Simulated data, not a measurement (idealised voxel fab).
process module | voxel double patterning
The figure presents cross-section cut, which has a width of 190 nm and is divided into square cells with an edge length of 5 nm.
Each cross-section below is a grid of square cells, stated as bands in top-down order, with one or more rows of cells making up each band. Top height, bottom height, nm. Materials left to right, width each, nm. Single material + "edge to edge" = fills band edge to edge. "empty" = empty. Basically, 0 is our baseline, since under it the wafer straight out of the box is all one material. The bottom band has no lower end and keeps on going down, so it looks like "z 0 and below". Width spec "30..40" -> top row of cells at first value, bottom row at second value, equal per-row change in between. Basically "remains unaltered" means that step didn't change any cell in the cross-section. "Voids lacking openings" enumerates empty spaces isolated from the top, with no open way to it, that contain at least 8 cells, giving each as width x height at distance from the left edge, all three in nm. If you see something after the settings on a step's line, that's the simulator's own remark about that step. "overlay nm" on a masked step: distance the mask lay right of its planned place, negative for left.
[Process steps foreseen in the plan]
1. RECEIVE | material Si
2. CONFORMAL_DEP | material SiO2 | thk nm 5
3. DIRECTIONAL_DEP | material TiN | thk nm 10
4. DIRECTIONAL_DEP | material SiN | thk nm 10
5. DIRECTIONAL_DEP | material aC | thk nm 15
6. PATTERN | tone open | mask id FIRST | material resist | width nm 15 | pitch nm 50 | thk nm 30 | overlay nm 0
7. DIRECTIONAL_ETCH | etch materials aC | depth nm 15
8. STRIP | etch materials resist
9. DIRECTIONAL_ETCH | etch materials SiN | depth nm 10
10. STRIP | etch materials aC
11. DIRECTIONAL_DEP | material aC | thk nm 15
12. PATTERN | tone open | mask id SECOND | material resist | width nm 15 | thk nm 30 | overlay nm 0
13. DIRECTIONAL_ETCH | etch materials aC | depth nm 15
14. STRIP | etch materials resist
15. DIRECTIONAL_ETCH | etch materials SiN | depth nm 10
16. STRIP | etch materials aC
17. DIRECTIONAL_ETCH | etch materials TiN | depth nm 10
18. STRIP | etch materials SiN
[Incoming wafer, cross-sectional view, post step 1]
z 0 and below | Si edge to edge
Voids lacking openings: none
[Run as planned - first of the two wafers cross-sectioned at the end of the module]
z 15 to 5 | TiN=60  empty=15  TiN=10  empty=15  TiN=10  empty=15  TiN=65
z 5 to 0 | SiO2 edge to edge
z 0 and below | Si edge to edge
Voids lacking openings: none
[Second wafer through the module, sectioned at the end: same beginning and same plan as the first wafer, with one mistake in carrying it out]
z 15 to 5 | empty=60  TiN=15  empty=35  TiN=15  empty=65
z 5 to 0 | SiO2 edge to edge
z 0 and below | Si edge to edge
Voids lacking openings: none
What broke from the plan during processing? step 6 ran differently from the plan; actual operation with settings: PATTERN | tone cover | mask id FIRST | material resist | width nm 15 | pitch nm 50 | thk nm 30 | overlay nm 0
End check, counted in cells, second wafer has more or fewer of these materials than the first: TiN -46
